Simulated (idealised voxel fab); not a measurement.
Process module in this document: voxel spacer lines
Pictured: cross-section cut, 300 nm wide, on a grid of 5 nm square cells.
In what follows, cross-sections appear as grids of square cells, described through bands that run from the top down, where every band is one or more rows of cells. Band entry format. Leading values: height of top, height of bottom, nm. Remainder: materials in left-to-right order, each with its width in nm. Special words: "all across" on a single material, which then fills the band edge to edge; "empty", empty space. We count height from 0. Below that, the starting wafer is all one material. The lowest band never ends at the bottom but goes on down; see "0 -> down" for how that is written. Note: "30->40" means the width goes from the first number (top row of the band) to the second number (bottom row) in equal steps per row of cells. Where a step carries "remains unaltered", the cross-section came out of it unchanged, cell for cell. The entry titled "Closed void catalog" provides the empty spaces that have no open way to the top, restricted to those of 8 cells or more. Each is presented as width x height at distance, the distance being measured from the left edge, with all three in nm. Note: text after step settings on the step line = simulator remark on that step. The "overlay nm" setting may appear on a step's line; for a step that uses a mask, it gives how far to the right of its planned position the mask lay, and a negative value indicates the left.
**Process steps (planned)**
1,RECEIVE: material Si
2,CONFORMAL_DEP: material Al2O3, thk nm 10
3,DIRECTIONAL_DEP: material polySi, thk nm 5
4,DIRECTIONAL_DEP: material aC, thk nm 30
5,PATTERN: tone cover, mask id MANDREL, material resist, width nm 15, pitch nm 50, thk nm 40, overlay nm 0
6,DIRECTIONAL_ETCH: etch materials aC, depth nm 30
7,STRIP: etch materials resist
8,CONFORMAL_DEP: material SiO2, thk nm 10
9,DIRECTIONAL_ETCH: etch materials SiO2, depth nm 10
10,STRIP: etch materials aC
11,DIRECTIONAL_ETCH: etch materials polySi, depth nm 15
12,STRIP: etch materials SiO2
For this document, wafers share an identical start and vary in the step 3 thk nm; the plan quotes the first wafer's value.
**So this is the first of several wafers, cross-sectioned as it came to us, meaning it's at the end of step 1**
* 0 -> down  Si all across
* Closed void catalog: none
**First of several wafers: cross-section at the end of the module, after step 12, its last step**
* 15 -> 10  empty=105, polySi=10, empty=15, polySi=10, empty=15, polySi=10, empty=15, polySi=10, empty=110
* 10 -> 0  Al2O3 all across
* 0 -> down  Si all across
* Closed void catalog: none
**So this is the cross-section on the last wafer at the end of the module**
* 40 -> 25  empty=105, polySi=10, empty=15, polySi=10, empty=15, polySi=10, empty=15, polySi=10, empty=110
* 25 -> 10  polySi all across
* 10 -> 0  Al2O3 all across
* 0 -> down  Si all across
* Closed void catalog: none
**Where each wafer stands at the end of the module, a row apiece: cells of each material gained (+) or lost (-) since it was received, then closed voids**
thk nm 5 | +120 Al2O3 | +8 polySi | Closed void catalog: none
thk nm 10 | +120 Al2O3 | +16 polySi | Closed void catalog: none
thk nm 15 | +120 Al2O3 | +24 polySi | Closed void catalog: none
thk nm 20 | +120 Al2O3 | +84 polySi | Closed void catalog: none
thk nm 25 | +120 Al2O3 | +144 polySi | Closed void catalog: none
thk nm 30 | +120 Al2O3 | +204 polySi | Closed void catalog: none
